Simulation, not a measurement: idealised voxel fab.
process module | voxel capacitor over wiring
cross-section cut | 300 nm wide | cells 5 nm
A cross-section is a grid of square cells, given in bands from the top down. A band is one or more rows of cells.
Each band's line starts with the height of the band's top and of its bottom, in nm. Then come its materials from left to right, each with its width in nm. One material with "throughout" fills the band from edge to edge. "air" is empty space.
Height 0 is the level under which the wafer as received is all one material. The lowest band goes on downwards, as in "0 down".
A width such as "30 to 40" changes by the same amount from each row of cells to the next, from the band's top row to its bottom row.
"no change" after a step means that no cell of the cross-section changed.
closed voids: empty space of 8 cells or more with no open way to the top, each as width x height at its distance from the left edge, in nm
after a step's settings: what the simulator itself notes on the step
overlay nm, on a step with a mask: how far to the right of its planned place the mask lay; to the left if negative
plan
1 op RECEIVE | material Si
2 op CONFORMAL_DEP | material SiO2 | thk nm 15
3 op DIRECTIONAL_DEP | material TiN | thk nm 5
4 op DIRECTIONAL_DEP | material Ru | thk nm 15
5 op DIRECTIONAL_DEP | material aC | thk nm 10
6 op PATTERN | tone cover | mask id METAL_1 | material resist | width nm 25 | pitch nm 80 | thk nm 25 | overlay nm 0
7 op DIRECTIONAL_ETCH | etch materials aC | depth nm 10
8 op STRIP | etch materials resist
9 op DIRECTIONAL_ETCH | etch materials Ru | depth nm 15
10 op DIRECTIONAL_ETCH | etch materials TiN | depth nm 5
11 op STRIP | etch materials aC
12 op FILL_DEP | material SiO2 | thk nm 10
13 op CMP | height nm 35
14 op CONFORMAL_DEP | material SiCN | thk nm 5
15 op DIRECTIONAL_DEP | material SiO2 | thk nm 20
16 op MASKED_ETCH | tone open | mask id PLUG_1 | width nm 15 | etch materials SiO2 | depth nm 20 | overlay nm 0
17 op MASKED_ETCH | tone open | mask id PLUG_1 | width nm 15 | etch materials SiCN | depth nm 5 | overlay nm 0
18 op CONFORMAL_DEP | material TiN | thk nm 5
19 op FILL_DEP | material Ru | thk nm 5
20 op CMP | height nm 60
21 op DIRECTIONAL_DEP | material TiN | thk nm 10
22 op DIRECTIONAL_DEP | material Al2O3 | thk nm 5
23 op DIRECTIONAL_DEP | material TiN | thk nm 5
24 op MASKED_ETCH | tone cover | mask id UPPER_PLATE | width nm 60 | etch materials TiN | depth nm 5 | overlay nm 0
25 op MASKED_ETCH | tone cover | mask id UPPER_PLATE | width nm 60 | etch materials Al2O3 | depth nm 5 | overlay nm 0
26 op MASKED_ETCH | tone cover | mask id LOWER_PLATE | width nm 70 | etch materials TiN | depth nm 10 | overlay nm 0
27 op FILL_DEP | material SiO2 | thk nm 15
28 op CMP | height nm 90
29 op DIRECTIONAL_DEP | material aC | thk nm 15
30 op PATTERN | tone open | mask id PLUG_2 | material resist | width nm 15 | thk nm 35 | overlay nm 0
31 op DIRECTIONAL_ETCH | etch materials aC | depth nm 15
32 op STRIP | etch materials resist
33 op DIRECTIONAL_ETCH | etch materials SiO2 | depth nm 10
34 op STRIP | etch materials aC
35 op CONFORMAL_DEP | material TiN | thk nm 5
36 op FILL_DEP | material Ru | thk nm 5
37 op CMP | height nm 90
38 op CONFORMAL_DEP | material SiN | thk nm 5
as received, after step 1
  0 down: Si throughout
  closed voids: none
a wafer at the end: this start, this plan, one mistake
  95 to 90: SiN throughout
  90 to 85: SiO2 115 | TiN 5 | Ru 5 | TiN 5 | SiO2 170
  85 to 75: SiO2 115 to 105 | TiN 15 to 60 | SiO2 170 to 135
  75 to 70: SiO2 105 | Al2O3 60 | SiO2 135
  70 to 60: SiO2 100 | TiN 70 | SiO2 130
  60 to 40: SiO2 105 | TiN 5 | Ru 5 | TiN 5 | SiO2 180
  40 to 35: SiCN 105 | TiN 15 | SiCN 180
  35 to 30: SiO2 95 | TiN 25 | SiO2 55 | TiN 25 | SiO2 100
  30 to 0: SiO2 throughout
  0 down: Si throughout
  closed voids: none
what went wrong: step 2 was run twice
